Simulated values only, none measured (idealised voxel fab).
Presented below is a process module, voxel wiring stack.
210 nm wide, 5 nm square cells: that's cross-section cut.
A cross-section is a grid of square cells, given in bands from the top down. A band is one or more rows of cells. In this notation a band is specified by the heights of its top and bottom, in that order and in nm, after which its materials appear from left to right, each paired with its width in nm. The word "full width" attached to a single material means that material fills the band from edge to edge; the word "air" stands for empty space. The reference from which all heights are counted is 0, the level beneath which the as-received wafer is entirely one material; the lowest band, having no lower bound, proceeds downward and is written after the example "from 0 down". Width "30->40": first value at the band's top row of cells, second value at its bottom row, equal change from row to row. "no change occurred" after a step means that no cell of the cross-section changed. "Unvented voids" enumerates empty spaces isolated from the top, with no open way to it, that contain at least 8 cells, giving each as width x height at distance from the left edge, all three in nm. Read whatever lies past the settings on a step's line as the simulator's own remark about the step. overlay nm: for a step with a mask, the amount by which the mask lay right of where it was planned; a negative amount means left of it. If you're wondering how to read the rest of this, here's the deal. It's pairs of cross-sections: one from before a process step, one from after it. The after one is only drawn as far down as the lowest band that changed. Right under each pair you'll see which step sits between them and what its settings were. Don't read the pairs as one continuous story, though. They can come from different runs of this module on the same starting wafer, and a pair only carries on from the one above it where its entry headed "Ahead of processing" says so.
[Ahead of processing]
- from 0 down = Si full width
- Unvented voids: none
[Post-Step Cross-Section]
- from 10 to 0 = SiO2 full width
- Under 0: no change, same as before.
- Unvented voids: none
What was done to get from the before section above to the after section? CONFORMAL_DEP with material SiO2, thk nm 10
Ahead of processing: the state before this step is the cross-section shown after the step in the pair just above.
[Post-Step Cross-Section]
- from 15 to 10 = SiN full width
- Under 10: no change, same as before.
- Unvented voids: none
What was done to get from the before section above to the after section? CONFORMAL_DEP with material SiN, thk nm 5
Ahead of processing: the state before this step is the cross-section shown after the step in the pair just above.
[Post-Step Cross-Section]
- from 40 to 15 = lowk full width
- Under 15: no change, same as before.
- Unvented voids: none
What was done to get from the before section above to the after section? DIRECTIONAL_DEP with material lowk, thk nm 25
Ahead of processing: the state before this step is the cross-section shown after the step in the pair just above.
[Post-Step Cross-Section]
- from 55 to 40 = aC full width
- Under 40: no change, same as before.
- Unvented voids: none
What was done to get from the before section above to the after section? DIRECTIONAL_DEP with material aC, thk nm 15
Ahead of processing: the state before this step is the cross-section shown after the step in the pair just above.
[Post-Step Cross-Section]
- from 85 to 55 = 65 of resist | 30 of air | 15 of resist | 30 of air | 70 of resist
- Under 55: no change, same as before.
- Unvented voids: none
What was done to get from the before section above to the after section? PATTERN with tone open, mask id METAL_1, material resist, width nm 30, pitch nm 45, thk nm 30, overlay nm 0
Ahead of processing: the state before this step is the cross-section shown after the step in the pair just above.
[Post-Step Cross-Section]
- from 70 to 55 = 65 of resist | 30 of air | 15 of resist | 30 of air | 70 of resist
- from 55 to 40 = 65 of aC | 30 of air | 15 of aC | 30 of air | 70 of aC
- Under 40: no change, same as before.
- Unvented voids: none
What was done to get from the before section above to the after section? DIRECTIONAL_ETCH with etch materials aC, depth nm 15
Ahead of processing: the state before this step is the cross-section shown after the step in the pair just above.
[Post-Step Cross-Section]
- from 55 to 40 = 65 of aC | 30 of air | 15 of aC | 30 of air | 70 of aC
- Under 40: no change, same as before.
- Unvented voids: none
What was done to get from the before section above to the after section? STRIP with etch materials resist
Ahead of processing: the state before this step is the cross-section shown after the step in the pair just above.
[Post-Step Cross-Section]
- from 55 to 40 = 65 of aC | 30 of air | 15 of aC | 30 of air | 70 of aC
- from 40 to 15 = 65 of lowk | 30 of air | 15 of lowk | 30 of air | 70 of lowk
- Under 15: no change, same as before.
- Unvented voids: none
What was done to get from the before section above to the after section? DIRECTIONAL_ETCH with etch materials lowk, depth nm 25
Ahead of processing: the state before this step is the cross-section shown after the step in the pair just above.
[Post-Step Cross-Section]
- from 55 to 40 = 65 of aC | 30 of air | 15 of aC | 30 of air | 70 of aC
- from 40 to 15 = 65 of lowk | 30 of air | 15 of lowk | 30 of air | 70 of lowk
- from 15 to 10 = 65 of SiN | 30 of air | 15 of SiN | 30 of air | 70 of SiN
- Under 10: no change, same as before.
- Unvented voids: none
What was done to get from the before section above to the after section? DIRECTIONAL_ETCH with etch materials SiN, depth nm 5
Ahead of processing: the state before this step is the cross-section shown after the step in the pair just above.
[Post-Step Cross-Section]
- from 40 to 15 = 65 of lowk | 30 of air | 15 of lowk | 30 of air | 70 of lowk
- Under 15: no change, same as before.
- Unvented voids: none
What was done to get from the before section above to the after section? STRIP with etch materials aC
Ahead of processing: the state before this step is the cross-section shown after the step in the pair just above.
[Post-Step Cross-Section]
- from 45 to 40 = 70 of TiN | 20 of air | 25 of TiN | 20 of air | 75 of TiN
- from 40 to 15 = 65 of lowk | 5 of TiN | 20 of air | 5 of TiN | 15 of lowk | 5 of TiN | 20 of air | 5 of TiN | 70 of lowk
- from 15 to 10 = 65 of SiN | 30 of TiN | 15 of SiN | 30 of TiN | 70 of SiN
- Under 10: no change, same as before.
- Unvented voids: none
What was done to get from the before section above to the after section? CONFORMAL_DEP with material TiN, thk nm 5
Ahead of processing: the state before this step is the cross-section shown after the step in the pair just above.
[Post-Step Cross-Section]
- from 50 to 45 = Cu full width
- from 45 to 40 = 70 of TiN | 20 of Cu | 25 of TiN | 20 of Cu | 75 of TiN
- from 40 to 15 = 65 of lowk | 5 of TiN | 20 of Cu | 5 of TiN | 15 of lowk | 5 of TiN | 20 of Cu | 5 of TiN | 70 of lowk
- Under 15: no change, same as before.
- Unvented voids: none
What was done to get from the before section above to the after section? FILL_DEP with material Cu, thk nm 5
Ahead of processing: the state before this step is the cross-section shown after the step in the pair just above.
[Post-Step Cross-Section]
- from 40 to 15 = 65 of lowk | 5 of TiN | 20 of Cu | 5 of TiN | 15 of lowk | 5 of TiN | 20 of Cu | 5 of TiN | 70 of lowk
- Under 15: no change, same as before.
- Unvented voids: none
What was done to get from the before section above to the after section? CMP with height nm 40
Ahead of processing: the state before this step is the cross-section shown after the step in the pair just above.
[Post-Step Cross-Section]
- from 45 to 40 = SiCN full width
- Under 40: no change, same as before.
- Unvented voids: none
What was done to get from the before section above to the after section? CONFORMAL_DEP with material SiCN, thk nm 5
Ahead of processing: the state before this step is the cross-section shown after the step in the pair just above.
[Post-Step Cross-Section]
- from 80 to 45 = lowk full width
- Under 45: no change, same as before.
- Unvented voids: none
What was done to get from the before section above to the after section? DIRECTIONAL_DEP with material lowk, thk nm 35
Ahead of processing: the state before this step is the cross-section shown after the step in the pair just above.
[Post-Step Cross-Section]
- from 95 to 80 = aC full width
- Under 80: no change, same as before.
- Unvented voids: none
What was done to get from the before section above to the after section? DIRECTIONAL_DEP with material aC, thk nm 15
Ahead of processing: the state before this step is the cross-section shown after the step in the pair just above.
[Post-Step Cross-Section]
- from 130 to 95 = 65 of resist | 15 of air | 130 of resist
- Under 95: no change, same as before.
- Unvented voids: none
What was done to get from the before section above to the after section? PATTERN with tone open, mask id METAL_2_HOLES, material resist, width nm 15, thk nm 35, overlay nm 0
Ahead of processing: the state before this step is the cross-section shown after the step in the pair just above.
[Post-Step Cross-Section]
- from 115 to 95 = 65 of resist | 15 of air | 130 of resist
- from 95 to 80 = 65 of aC | 15 of air | 130 of aC
- Under 80: no change, same as before.
- Unvented voids: none
What was done to get from the before section above to the after section? DIRECTIONAL_ETCH with etch materials aC, depth nm 15
Ahead of processing: the state before this step is the cross-section shown after the step in the pair just above.
[Post-Step Cross-Section]
- from 95 to 80 = 65 of aC | 15 of air | 130 of aC
- Under 80: no change, same as before.
- Unvented voids: none
What was done to get from the before section above to the after section? STRIP with etch materials resist
Ahead of processing: the state before this step is the cross-section shown after the step in the pair just above.
[Post-Step Cross-Section]
- from 95 to 80 = 65 of aC | 15 of air | 130 of aC
- from 80 to 45 = 65 of lowk | 15 of air | 130 of lowk
- Under 45: no change, same as before.
- Unvented voids: none
What was done to get from the before section above to the after section? DIRECTIONAL_ETCH with etch materials lowk, depth nm 35
Ahead of processing: the state before this step is the cross-section shown after the step in the pair just above.
[Post-Step Cross-Section]
- from 80 to 45 = 65 of lowk | 15 of air | 130 of lowk
- Under 45: no change, same as before.
- Unvented voids: none
What was done to get from the before section above to the after section? STRIP with etch materials aC
Ahead of processing: the state before this step is the cross-section shown after the step in the pair just above.
[Post-Step Cross-Section]
- from 95 to 80 = 65 of aC | 15 of air | 130 of aC
- from 80 to 60 = 65 of lowk | 15 of air | 130 of lowk
- from 60 to 45 = 65 of lowk | 15 of aC | 130 of lowk
- Under 45: no change, same as before.
- Unvented voids: none
What was done to get from the before section above to the after section? DIRECTIONAL_DEP with material aC, thk nm 15
Ahead of processing: the state before this step is the cross-section shown after the step in the pair just above.
[Post-Step Cross-Section]
- from 125 to 95 = 65 of resist | 30 of air | 15 of resist | 30 of air | 70 of resist
- Under 95: no change, same as before.
- Unvented voids: none
What was done to get from the before section above to the after section? PATTERN with tone open, mask id METAL_2, material resist, width nm 30, pitch nm 45, thk nm 30, overlay nm 0
Ahead of processing: the state before this step is the cross-section shown after the step in the pair just above.
[Post-Step Cross-Section]
- from 110 to 95 = 65 of resist | 30 of air | 15 of resist | 30 of air | 70 of resist
- from 95 to 80 = 65 of aC | 30 of air | 15 of aC | 30 of air | 70 of aC
- from 80 to 45 = 65 of lowk | 15 of air | 130 of lowk
- Under 45: no change, same as before.
- Unvented voids: none
What was done to get from the before section above to the after section? DIRECTIONAL_ETCH with etch materials aC, depth nm 15
Ahead of processing: the state before this step is the cross-section shown after the step in the pair just above.
[Post-Step Cross-Section]
- from 95 to 80 = 65 of aC | 30 of air | 15 of aC | 30 of air | 70 of aC
- Under 80: no change, same as before.
- Unvented voids: none
What was done to get from the before section above to the after section? STRIP with etch materials resist
Ahead of processing: the state before this step is the cross-section shown after the step in the pair just above.
[Post-Step Cross-Section]
- from 95 to 80 = 65 of aC | 30 of air | 15 of aC | 30 of air | 70 of aC
- from 80 to 60 = 65 of lowk | 30 of air | 15 of lowk | 30 of air | 70 of lowk
- Under 60: no change, same as before.
- Unvented voids: none
What was done to get from the before section above to the after section? DIRECTIONAL_ETCH with etch materials lowk, depth nm 20
Ahead of processing: the state before this step is the cross-section shown after the step in the pair just above.
[Post-Step Cross-Section]
- from 95 to 80 = 65 of aC | 30 of air | 15 of aC | 30 of air | 70 of aC
- from 80 to 60 = 65 of lowk | 30 of air | 15 of lowk | 30 of air | 70 of lowk
- from 60 to 45 = 65 of lowk | 15 of air | 130 of lowk
- from 45 to 40 = 65 of SiCN | 15 of air | 130 of SiCN
- Under 40: no change, same as before.
- Unvented voids: none
What was done to get from the before section above to the after section? DIRECTIONAL_ETCH with etch materials SiCN, depth nm 5
Ahead of processing: the state before this step is the cross-section shown after the step in the pair just above.
[Post-Step Cross-Section]
- from 80 to 60 = 65 of lowk | 30 of air | 15 of lowk | 30 of air | 70 of lowk
- Under 60: no change, same as before.
- Unvented voids: none
What was done to get from the before section above to the after section? STRIP with etch materials aC
Ahead of processing: the state before this step is the cross-section shown after the step in the pair just above.
[Post-Step Cross-Section]
- from 85 to 80 = 70 of TiN | 20 of air | 25 of TiN | 20 of air | 75 of TiN
- from 80 to 65 = 65 of lowk | 5 of TiN | 20 of air | 5 of TiN | 15 of lowk | 5 of TiN | 20 of air | 5 of TiN | 70 of lowk
- from 65 to 60 = 65 of lowk | 5 of TiN | 5 of air | 20 of TiN | 15 of lowk | 30 of TiN | 70 of lowk
- from 60 to 45 = 65 of lowk | 5 of TiN | 5 of air | 5 of TiN | 130 of lowk
- from 45 to 40 = 65 of SiCN | 15 of TiN | 130 of SiCN
- Under 40: no change, same as before.
- Unvented voids: none
What was done to get from the before section above to the after section? CONFORMAL_DEP with material TiN, thk nm 5
Ahead of processing: the state before this step is the cross-section shown after the step in the pair just above.
[Post-Step Cross-Section]
- from 90 to 85 = Cu full width
- from 85 to 80 = 70 of TiN | 20 of Cu | 25 of TiN | 20 of Cu | 75 of TiN
- from 80 to 65 = 65 of lowk | 5 of TiN | 20 of Cu | 5 of TiN | 15 of lowk | 5 of TiN | 20 of Cu | 5 of TiN | 70 of lowk
- from 65 to 60 = 65 of lowk | 5 of TiN | 5 of Cu | 20 of TiN | 15 of lowk | 30 of TiN | 70 of lowk
- from 60 to 45 = 65 of lowk | 5 of TiN | 5 of Cu | 5 of TiN | 130 of lowk
- Under 45: no change, same as before.
- Unvented voids: none
What was done to get from the before section above to the after section? FILL_DEP with material Cu, thk nm 5
Ahead of processing: the state before this step is the cross-section shown after the step in the pair just above.
[Post-Step Cross-Section]
- from 80 to 65 = 65 of lowk | 5 of TiN | 20 of Cu | 5 of TiN | 15 of lowk | 5 of TiN | 20 of Cu | 5 of TiN | 70 of lowk
- Under 65: no change, same as before.
- Unvented voids: none
What was done to get from the before section above to the after section? CMP with height nm 80
Ahead of processing: the state before this step is the cross-section shown after the step in the pair just above.
[Post-Step Cross-Section]
- from 85 to 80 = SiCN full width
- Under 80: no change, same as before.
- Unvented voids: none
What was done to get from the before section above to the after section? CONFORMAL_DEP with material SiCN, thk nm 5
Ahead of processing: the state before this step is the cross-section shown after the step in the pair just above.
[Post-Step Cross-Section]
- from 100 to 85 = SiO2 full width
- Under 85: no change, same as before.
- Unvented voids: none
What was done to get from the before section above to the after section? DIRECTIONAL_DEP with material SiO2, thk nm 15
Ahead of processing: the state before this step is the cross-section shown after the step in the pair just above.
[Post-Step Cross-Section]
- from 100 to 85 = 65 of SiO2 | 15 of air | 130 of SiO2
- Under 85: no change, same as before.
- Unvented voids: none
What was done to get from the before section above to the after section? MASKED_ETCH with tone open, mask id PLUG_2, width nm 15, etch materials SiO2, depth nm 15, overlay nm 0
Ahead of processing: the state before this step is the cross-section shown after the step in the pair just above.
[Post-Step Cross-Section]
- from 100 to 85 = 65 of SiO2 | 15 of air | 130 of SiO2
- from 85 to 80 = 65 of SiCN | 15 of air | 130 of SiCN
- Under 80: no change, same as before.
- Unvented voids: none
What was done to get from the before section above to the after section? MASKED_ETCH with tone open, mask id PLUG_2, width nm 15, etch materials SiCN, depth nm 5, overlay nm 0
Ahead of processing: the state before this step is the cross-section shown after the step in the pair just above.
[Post-Step Cross-Section]
- from 100 to 90 = 65 of SiO2 | 15 of air | 130 of SiO2
- from 90 to 85 = 65 of SiO2 | 15 of Ru | 130 of SiO2
- from 85 to 80 = 65 of SiCN | 15 of Ru | 130 of SiCN
- Under 80: no change, same as before.
- Unvented voids: none
What was done to get from the before section above to the after section? EPI with material Ru, thk nm 10
Ahead of processing: the state before this step is the cross-section shown after the step in the pair just above.
[Post-Step Cross-Section]
- from 100 to 85 = 65 of SiO2 | 15 of Ru | 130 of SiO2
- Under 85: no change, same as before.
- Unvented voids: none
What was done to get from the before section above to the after section? EPI with material Ru, thk nm 10
Ahead of processing: the state before this step is the cross-section shown after the step in the pair just above.
[Post-Step Cross-Section]
- from 105 to 100 = SiN full width
- Under 100: no change, same as before.
- Unvented voids: none
What was done to get from the before section above to the after section? CONFORMAL_DEP with material SiN, thk nm 5
Ahead of processing: the state before this step is the cross-section shown after the step in the pair just above.
[Post-Step Cross-Section]
- from 125 to 105 = lowk full width
- Under 105: no change, same as before.
- Unvented voids: none
What was done to get from the before section above to the after section? DIRECTIONAL_DEP with material lowk, thk nm 20
Ahead of processing: the state before this step is the cross-section shown after the step in the pair just above.
[Post-Step Cross-Section]
- from 145 to 125 = 65 of resist | 30 of air | 15 of resist | 30 of air | 70 of resist
- Under 125: no change, same as before.
- Unvented voids: none
What was done to get from the before section above to the after section? PATTERN with tone open, mask id METAL_3, material resist, width nm 30, pitch nm 45, thk nm 20, overlay nm 0
Ahead of processing: the state before this step is the cross-section shown after the step in the pair just above.
[Post-Step Cross-Section]
- from 145 to 125 = 65 of resist | 30 of air | 15 of resist | 30 of air | 70 of resist
- from 125 to 105 = 65 of lowk | 30 of air | 15 of lowk | 30 of air | 70 of lowk
- Under 105: no change, same as before.
- Unvented voids: none
What was done to get from the before section above to the after section? DIRECTIONAL_ETCH with etch materials lowk, depth nm 20
Ahead of processing: the state before this step is the cross-section shown after the step in the pair just above.
[Post-Step Cross-Section]
- from 145 to 125 = 65 of resist | 30 of air | 15 of resist | 30 of air | 70 of resist
- from 125 to 105 = 65 of lowk | 30 of air | 15 of lowk | 30 of air | 70 of lowk
- from 105 to 100 = 65 of SiN | 30 of air | 15 of SiN | 30 of air | 70 of SiN
- Under 100: no change, same as before.
- Unvented voids: none
What was done to get from the before section above to the after section? DIRECTIONAL_ETCH with etch materials SiN, depth nm 5
Ahead of processing: the state before this step is the cross-section shown after the step in the pair just above.
[Post-Step Cross-Section]
- from 125 to 105 = 65 of lowk | 30 of air | 15 of lowk | 30 of air | 70 of lowk
- Under 105: no change, same as before.
- Unvented voids: none
What was done to get from the before section above to the after section? STRIP with etch materials resist
Ahead of processing: the state before this step is the cross-section shown after the step in the pair just above.
[Post-Step Cross-Section]
- from 130 to 125 = 70 of TiN | 20 of air | 25 of TiN | 20 of air | 75 of TiN
- from 125 to 105 = 65 of lowk | 5 of TiN | 20 of air | 5 of TiN | 15 of lowk | 5 of TiN | 20 of air | 5 of TiN | 70 of lowk
- from 105 to 100 = 65 of SiN | 30 of TiN | 15 of SiN | 30 of TiN | 70 of SiN
- Under 100: no change, same as before.
- Unvented voids: none
What was done to get from the before section above to the after section? CONFORMAL_DEP with material TiN, thk nm 5
Ahead of processing: the state before this step is the cross-section shown after the step in the pair just above.
[Post-Step Cross-Section]
- from 135 to 130 = W full width
- from 130 to 125 = 70 of TiN | 20 of W | 25 of TiN | 20 of W | 75 of TiN
- from 125 to 105 = 65 of lowk | 5 of TiN | 20 of W | 5 of TiN | 15 of lowk | 5 of TiN | 20 of W | 5 of TiN | 70 of lowk
- Under 105: no change, same as before.
- Unvented voids: none
What was done to get from the before section above to the after section? FILL_DEP with material W, thk nm 5
Ahead of processing: the state before this step is the cross-section shown after the step in the pair just above.
[Post-Step Cross-Section]
- from 125 to 105 = 65 of lowk | 5 of TiN | 20 of W | 5 of TiN | 15 of lowk | 5 of TiN | 20 of W | 5 of TiN | 70 of lowk
- Under 105: no change, same as before.
- Unvented voids: none
What was done to get from the before section above to the after section? CMP with height nm 125
Ahead of processing: the state before this step is the cross-section shown after the step in the pair just above.
[Post-Step Cross-Section]
- from 130 to 125 = SiCN full width
- Under 125: no change, same as before.
- Unvented voids: none
What was done to get from the before section above to the after section? CONFORMAL_DEP with material SiCN, thk nm 5
[Ahead of processing]
- from 100 to 85 = 65 of SiO2 | 15 of Ru | 130 of SiO2
- from 85 to 80 = 65 of SiCN | 15 of Ru | 130 of SiCN
- from 80 to 65 = 65 of lowk | 5 of TiN | 20 of Cu | 5 of TiN | 15 of lowk | 5 of TiN | 20 of Cu | 5 of TiN | 70 of lowk
- from 65 to 60 = 65 of lowk | 5 of TiN | 5 of Cu | 20 of TiN | 15 of lowk | 30 of TiN | 70 of lowk
- from 60 to 45 = 65 of lowk | 5 of TiN | 5 of Cu | 5 of TiN | 130 of lowk
- from 45 to 40 = 65 of SiCN | 15 of TiN | 130 of SiCN
- from 40 to 15 = 65 of lowk | 5 of TiN | 20 of Cu | 5 of TiN | 15 of lowk | 5 of TiN | 20 of Cu | 5 of TiN | 70 of lowk
- from 15 to 10 = 65 of SiN | 30 of TiN | 15 of SiN | 30 of TiN | 70 of SiN
- from 10 to 0 = SiO2 full width
- from 0 down = Si full width
- Unvented voids: none
[Post-Step Cross-Section]
- from 120 to 100 = lowk full width
- Under 100: no change, same as before.
- Unvented voids: none
What was done to get from the before section above to the after section? DIRECTIONAL_DEP with material lowk, thk nm 20
Ahead of processing: the state before this step is the cross-section shown after the step in the pair just above.
[Post-Step Cross-Section]
- from 140 to 120 = 65 of resist | 30 of air | 15 of resist | 30 of air | 70 of resist
- Under 120: no change, same as before.
- Unvented voids: none
What was done to get from the before section above to the after section? PATTERN with tone open, mask id METAL_3, material resist, width nm 30, pitch nm 45, thk nm 20, overlay nm 0
Ahead of processing: the state before this step is the cross-section shown after the step in the pair just above.
[Post-Step Cross-Section]
- from 140 to 120 = 65 of resist | 30 of air | 15 of resist | 30 of air | 70 of resist
- from 120 to 100 = 65 of lowk | 30 of air | 15 of lowk | 30 of air | 70 of lowk
- Under 100: no change, same as before.
- Unvented voids: none
What was done to get from the before section above to the after section? DIRECTIONAL_ETCH with etch materials lowk, depth nm 20
Ahead of processing: the state before this step is the cross-section shown after the step in the pair just above.
[Post-Step Cross-Section]
- from 120 to 100 = 65 of lowk | 30 of air | 15 of lowk | 30 of air | 70 of lowk
- Under 100: no change, same as before.
- Unvented voids: none
What was done to get from the before section above to the after section? STRIP with etch materials resist
Ahead of processing: the state before this step is the cross-section shown after the step in the pair just above.
[Post-Step Cross-Section]
- from 125 to 120 = 70 of TiN | 20 of air | 25 of TiN | 20 of air | 75 of TiN
- from 120 to 105 = 65 of lowk | 5 of TiN | 20 of air | 5 of TiN | 15 of lowk | 5 of TiN | 20 of air | 5 of TiN | 70 of lowk
- from 105 to 100 = 65 of lowk | 30 of TiN | 15 of lowk | 30 of TiN | 70 of lowk
- Under 100: no change, same as before.
- Unvented voids: none
What was done to get from the before section above to the after section? CONFORMAL_DEP with material TiN, thk nm 5
Ahead of processing: the state before this step is the cross-section shown after the step in the pair just above.
[Post-Step Cross-Section]
- from 130 to 125 = W full width
- from 125 to 120 = 70 of TiN | 20 of W | 25 of TiN | 20 of W | 75 of TiN
- from 120 to 105 = 65 of lowk | 5 of TiN | 20 of W | 5 of TiN | 15 of lowk | 5 of TiN | 20 of W | 5 of TiN | 70 of lowk
- Under 105: no change, same as before.
- Unvented voids: none
What was done to get from the before section above to the after section? FILL_DEP with material W, thk nm 5
Ahead of processing: the state before this step is the cross-section shown after the step in the pair just above.
[Post-Step Cross-Section]
- from 125 to 120 = 70 of TiN | 20 of W | 25 of TiN | 20 of W | 75 of TiN
- Under 120: no change, same as before.
- Unvented voids: none
What was done to get from the before section above to the after section? CMP with height nm 125
Ahead of processing: the state before this step is the cross-section shown after the step in the pair just above.
[Post-Step Cross-Section]
- from 130 to 125 = SiCN full width
- Under 125: no change, same as before.
- Unvented voids: none
What was done to get from the before section above to the after section? CONFORMAL_DEP with material SiCN, thk nm 5
[Ahead of processing]
- from 100 to 85 = 65 of SiO2 | 15 of Ru | 130 of SiO2
- from 85 to 80 = 65 of SiCN | 15 of Ru | 130 of SiCN
- from 80 to 65 = 65 of lowk | 5 of TiN | 20 of Cu | 5 of TiN | 15 of lowk | 5 of TiN | 20 of Cu | 5 of TiN | 70 of lowk
- from 65 to 60 = 65 of lowk | 5 of TiN | 5 of Cu | 20 of TiN | 15 of lowk | 30 of TiN | 70 of lowk
- from 60 to 45 = 65 of lowk | 5 of TiN | 5 of Cu | 5 of TiN | 130 of lowk
- from 45 to 40 = 65 of SiCN | 15 of TiN | 130 of SiCN
- from 40 to 15 = 65 of lowk | 5 of TiN | 20 of Cu | 5 of TiN | 15 of lowk | 5 of TiN | 20 of Cu | 5 of TiN | 70 of lowk
- from 15 to 10 = 65 of SiN | 30 of TiN | 15 of SiN | 30 of TiN | 70 of SiN
- from 10 to 0 = SiO2 full width
- from 0 down = Si full width
- Unvented voids: none
[Post-Step Cross-Section]
- from 110 to 100 = 55 of air | 35 of Ru | 120 of air
- Under 100: no change, same as before.
- Unvented voids: none
What was done to get from the before section above to the after section? EPI with material Ru, thk nm 10
Ahead of processing: the state before this step is the cross-section shown after the step in the pair just above.
[Post-Step Cross-Section]
- from 115 to 110 = 50 of air | 45 of SiN | 115 of air
- from 110 to 105 = 50 of air | 5 of SiN | 35 of Ru | 5 of SiN | 115 of air
- from 105 to 100 = 55 of SiN | 35 of Ru | 120 of SiN
- Under 100: no change, same as before.
- Unvented voids: none
What was done to get from the before section above to the after section? CONFORMAL_DEP with material SiN, thk nm 5
Ahead of processing: the state before this step is the cross-section shown after the step in the pair just above.
[Post-Step Cross-Section]
- from 135 to 125 = 50 of air | 45 of lowk | 115 of air
- from 125 to 115 = lowk full width
- from 115 to 110 = 50 of lowk | 45 of SiN | 115 of lowk
- from 110 to 105 = 50 of lowk | 5 of SiN | 35 of Ru | 5 of SiN | 115 of lowk
- Under 105: no change, same as before.
- Unvented voids: none
What was done to get from the before section above to the after section? DIRECTIONAL_DEP with material lowk, thk nm 20
Ahead of processing: the state before this step is the cross-section shown after the step in the pair just above.
[Post-Step Cross-Section]
- from 155 to 135 = 65 of resist | 30 of air | 15 of resist | 30 of air | 70 of resist
- from 135 to 125 = 50 of resist | 45 of lowk | 15 of resist | 30 of air | 70 of resist
- Under 125: no change, same as before.
- Unvented voids: none
What was done to get from the before section above to the after section? PATTERN with tone open, mask id METAL_3, material resist, width nm 30, pitch nm 45, thk nm 20, overlay nm 0
Ahead of processing: the state before this step is the cross-section shown after the step in the pair just above.
[Post-Step Cross-Section]
- from 155 to 135 = 65 of resist | 30 of air | 15 of resist | 30 of air | 70 of resist
- from 135 to 125 = 50 of resist | 15 of lowk | 30 of air | 15 of resist | 30 of air | 70 of resist
- from 125 to 115 = 65 of lowk | 30 of air | 15 of lowk | 30 of air | 70 of lowk
- from 115 to 110 = 50 of lowk | 45 of SiN | 15 of lowk | 30 of air | 70 of lowk
- from 110 to 105 = 50 of lowk | 5 of SiN | 35 of Ru | 5 of SiN | 15 of lowk | 30 of air | 70 of lowk
- Under 105: no change, same as before.
- Unvented voids: none
What was done to get from the before section above to the after section? DIRECTIONAL_ETCH with etch materials lowk, depth nm 20
Ahead of processing: the state before this step is the cross-section shown after the step in the pair just above.
[Post-Step Cross-Section]
- from 155 to 135 = 65 of resist | 30 of air | 15 of resist | 30 of air | 70 of resist
- from 135 to 125 = 50 of resist | 15 of lowk | 30 of air | 15 of resist | 30 of air | 70 of resist
- from 125 to 115 = 65 of lowk | 30 of air | 15 of lowk | 30 of air | 70 of lowk
- from 115 to 110 = 50 of lowk | 15 of SiN | 30 of air | 15 of lowk | 30 of air | 70 of lowk
- from 110 to 105 = 50 of lowk | 5 of SiN | 35 of Ru | 5 of SiN | 15 of lowk | 30 of air | 70 of lowk
- from 105 to 100 = 55 of SiN | 35 of Ru | 20 of SiN | 30 of air | 70 of SiN
- Under 100: no change, same as before.
- Unvented voids: none
What was done to get from the before section above to the after section? DIRECTIONAL_ETCH with etch materials SiN, depth nm 5
Ahead of processing: the state before this step is the cross-section shown after the step in the pair just above.
[Post-Step Cross-Section]
- from 135 to 125 = 50 of air | 15 of lowk | 145 of air
- Under 125: no change, same as before.
- Unvented voids: none
What was done to get from the before section above to the after section? STRIP with etch materials resist
Ahead of processing: the state before this step is the cross-section shown after the step in the pair just above.
[Post-Step Cross-Section]
- from 140 to 135 = 45 of air | 25 of TiN | 140 of air
- from 135 to 130 = 45 of air | 5 of TiN | 15 of lowk | 5 of TiN | 140 of air
- from 130 to 125 = 50 of TiN | 15 of lowk | 5 of TiN | 20 of air | 25 of TiN | 20 of air | 75 of TiN
- from 125 to 115 = 65 of lowk | 5 of TiN | 20 of air | 5 of TiN | 15 of lowk | 5 of TiN | 20 of air | 5 of TiN | 70 of lowk
- from 115 to 110 = 50 of lowk | 15 of SiN | 30 of TiN | 15 of lowk | 5 of TiN | 20 of air | 5 of TiN | 70 of lowk
- from 110 to 105 = 50 of lowk | 5 of SiN | 35 of Ru | 5 of SiN | 15 of lowk | 5 of TiN | 20 of air | 5 of TiN | 70 of lowk
- from 105 to 100 = 55 of SiN | 35 of Ru | 20 of SiN | 30 of TiN | 70 of SiN
- Under 100: no change, same as before.
- Unvented voids: none
What was done to get from the before section above to the after section? CONFORMAL_DEP with material TiN, thk nm 5
Ahead of processing: the state before this step is the cross-section shown after the step in the pair just above.
[Post-Step Cross-Section]
- from 145 to 140 = W full width
- from 140 to 135 = 45 of W | 25 of TiN | 140 of W
- from 135 to 130 = 45 of W | 5 of TiN | 15 of lowk | 5 of TiN | 140 of W
- from 130 to 125 = 50 of TiN | 15 of lowk | 5 of TiN | 20 of W | 25 of TiN | 20 of W | 75 of TiN
- from 125 to 115 = 65 of lowk | 5 of TiN | 20 of W | 5 of TiN | 15 of lowk | 5 of TiN | 20 of W | 5 of TiN | 70 of lowk
- from 115 to 110 = 50 of lowk | 15 of SiN | 30 of TiN | 15 of lowk | 5 of TiN | 20 of W | 5 of TiN | 70 of lowk
- from 110 to 105 = 50 of lowk | 5 of SiN | 35 of Ru | 5 of SiN | 15 of lowk | 5 of TiN | 20 of W | 5 of TiN | 70 of lowk
- Under 105: no change, same as before.
- Unvented voids: none
What was done to get from the before section above to the after section? FILL_DEP with material W, thk nm 5
Ahead of processing: the state before this step is the cross-section shown after the step in the pair just above.
[Post-Step Cross-Section]
- from 125 to 115 = 65 of lowk | 5 of TiN | 20 of W | 5 of TiN | 15 of lowk | 5 of TiN | 20 of W | 5 of TiN | 70 of lowk
- Under 115: no change, same as before.
- Unvented voids: none
What was done to get from the before section above to the after section? CMP with height nm 125
Ahead of processing: the state before this step is the cross-section shown after the step in the pair just above.
[Post-Step Cross-Section]
- from 130 to 125 = SiCN full width
- Under 125: no change, same as before.
- Unvented voids: none
What was done to get from the before section above to the after section? CONFORMAL_DEP with material SiCN, thk nm 5
[Ahead of processing]
- from 120 to 100 = lowk full width
- from 100 to 85 = 65 of SiO2 | 15 of Ru | 130 of SiO2
- from 85 to 80 = 65 of SiCN | 15 of Ru | 130 of SiCN
- from 80 to 65 = 65 of lowk | 5 of TiN | 20 of Cu | 5 of TiN | 15 of lowk | 5 of TiN | 20 of Cu | 5 of TiN | 70 of lowk
- from 65 to 60 = 65 of lowk | 5 of TiN | 5 of Cu | 20 of TiN | 15 of lowk | 30 of TiN | 70 of lowk
- from 60 to 45 = 65 of lowk | 5 of TiN | 5 of Cu | 5 of TiN | 130 of lowk
- from 45 to 40 = 65 of SiCN | 15 of TiN | 130 of SiCN
- from 40 to 15 = 65 of lowk | 5 of TiN | 20 of Cu | 5 of TiN | 15 of lowk | 5 of TiN | 20 of Cu | 5 of TiN | 70 of lowk
- from 15 to 10 = 65 of SiN | 30 of TiN | 15 of SiN | 30 of TiN | 70 of SiN
- from 10 to 0 = SiO2 full width
- from 0 down = Si full width
- Unvented voids: none
[Post-Step Cross-Section]
- from 125 to 120 = SiN full width
- Under 120: no change, same as before.
- Unvented voids: none
What was done to get from the before section above to the after section? CONFORMAL_DEP with material SiN, thk nm 5
